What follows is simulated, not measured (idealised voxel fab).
Documented hereafter: the process module known as voxel double patterning.
Square cells of 5 nm make up the cross-section cut, whose width is 195 nm.
Throughout this document, each cross-section is represented as a grid of square cells and is presented as a sequence of bands enumerated from the top downward, where a band comprises one or more rows of cells. Band: top and bottom heights (nm) first, top before bottom; then materials from left to right, widths in nm. "everywhere" marks a sole material filling the band edge to edge. "empty" denotes empty space. Heights are measured from 0, the level below which the as-received wafer is all one material; the lowest band has no bottom and continues downward, written as in "0 down". When a width is written as two numbers, as in "30..40", the first number is the width in the top row of cells of the band and the second is the width in its bottom row, and the width changes by the same amount from each row to the next. "nothing altered" (step): cross-section cells unchanged, all of them. In "Unvented internal voids" the enclosed voids are listed, meaning empty spaces of 8 cells or larger without any opening to the top. The form is width x height at distance, distance from the left edge, units nm. Text after the settings on a step's line: the simulator's own remark on that step. "overlay nm" denotes, for a step that has a mask, the displacement of the mask to the right of its planned place, with negative values corresponding to the left.

# The steps planned for the process are as follows
| 1 | RECEIVE,material Si |
| 2 | CONFORMAL_DEP,material SiO2,thk nm 5 |
| 3 | DIRECTIONAL_DEP,material polySi,thk nm 20 |
| 4 | DIRECTIONAL_DEP,material SiN,thk nm 5 |
| 5 | DIRECTIONAL_DEP,material aC,thk nm 10 |
| 6 | PATTERN,tone open,mask id FIRST,material resist,width nm 15,pitch nm 50,thk nm 30,overlay nm 0 |
| 7 | DIRECTIONAL_ETCH,etch materials aC,depth nm 10 |
| 8 | STRIP,etch materials resist |
| 9 | DIRECTIONAL_ETCH,etch materials SiN,depth nm 5 |
| 10 | STRIP,etch materials aC |
| 11 | PATTERN,tone open,mask id SECOND,material resist,width nm 15,thk nm 20,overlay nm 0 |
| 12 | DIRECTIONAL_ETCH,etch materials SiN,depth nm 5 |
| 13 | STRIP,etch materials resist |
| 14 | DIRECTIONAL_ETCH,etch materials polySi,depth nm 20 |
| 15 | STRIP,etch materials SiN |

# Cross-sectional view of the wafer in its as-received condition, corresponding to the state after step 1
	0 down | Si everywhere
	Unvented internal voids: none

# Cross-section taken at module completion on the first of two wafers; processed per the plan
	25 to 5 | polySi: 65, then empty: 15, then polySi: 10, then empty: 15, then polySi: 10, then empty: 15, then polySi: 65
	5 to 0 | SiO2 everywhere
	0 down | Si everywhere
	Unvented internal voids: none

# Cross-sectional image of the second wafer of the two following completion of the module. Starting state and process plan were the same as for the first wafer; one execution error occurred
	25 to 5 | polySi: 65, then empty: 15, then polySi: 5, then empty: 25, then polySi: 5, then empty: 15, then polySi: 65
	5 to 0 | SiO2 everywhere
	0 down | Si everywhere
	Unvented internal voids: none
What broke from the plan during processing? step 11: run off-plan, actual operation and settings PATTERN,tone open,mask id SECOND,material resist,width nm 25,thk nm 20,overlay nm 0
Final wafer comparison in cells, second versus first, more or fewer per material: 8 fewer of polySi
